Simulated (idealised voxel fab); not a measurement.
process module | voxel lift off
cross-section cut | 140 nm wide | cells 5 nm
A cross-section is a grid of square cells, given in bands from the top down. A band is one or more rows of cells.
Each band's line starts with the height of the band's top and of its bottom, in nm. Then come its materials from left to right, each with its width in nm. One material with "throughout" fills the band from edge to edge. "air" is empty space.
Height 0 is the level under which the wafer as received is all one material. The lowest band goes on downwards, as in "0 down".
A width such as "30 to 40" changes by the same amount from each row of cells to the next, from the band's top row to its bottom row.
"no change" after a step means that no cell of the cross-section changed.
closed voids: empty space of 8 cells or more with no open way to the top, each as width x height at its distance from the left edge, in nm
after a step's settings: what the simulator itself notes on the step
overlay nm, on a step with a mask: how far to the right of its planned place the mask lay; to the left if negative
plan
1 op RECEIVE | material Si
2 op CONFORMAL_DEP | material Al2O3 | thk nm 15
3 op PATTERN | tone open | mask id LINES | material resist | width nm 25 | pitch nm 40 | thk nm 20 | overlay nm 0
4 op DIRECTIONAL_DEP | material Ru | thk nm 10
5 op STRIP | etch materials resist
6 op CONFORMAL_DEP | material SiO2 | thk nm 10
as received, after step 1
  0 down: Si throughout
  closed voids: none
first wafer at the end, as planned
  35 to 25: air 25 | SiO2 85 | air 30
  25 to 15: SiO2 35 | Ru 25 | SiO2 15 | Ru 25 | SiO2 40
  15 to 0: Al2O3 throughout
  0 down: Si throughout
  closed voids: none
second wafer at the end: like start, like plan, one mistake
  25 to 15: air 25 | SiO2 85 | air 30
  15 to 5: SiO2 35 | Ru 25 | SiO2 15 | Ru 25 | SiO2 40
  5 to 0: Al2O3 throughout
  0 down: Si throughout
  closed voids: none
what went wrong: step 2 ran as: op CONFORMAL_DEP | material Al2O3 | thk nm 5
at the end the second wafer has, in cells: 56 fewer of Al2O3
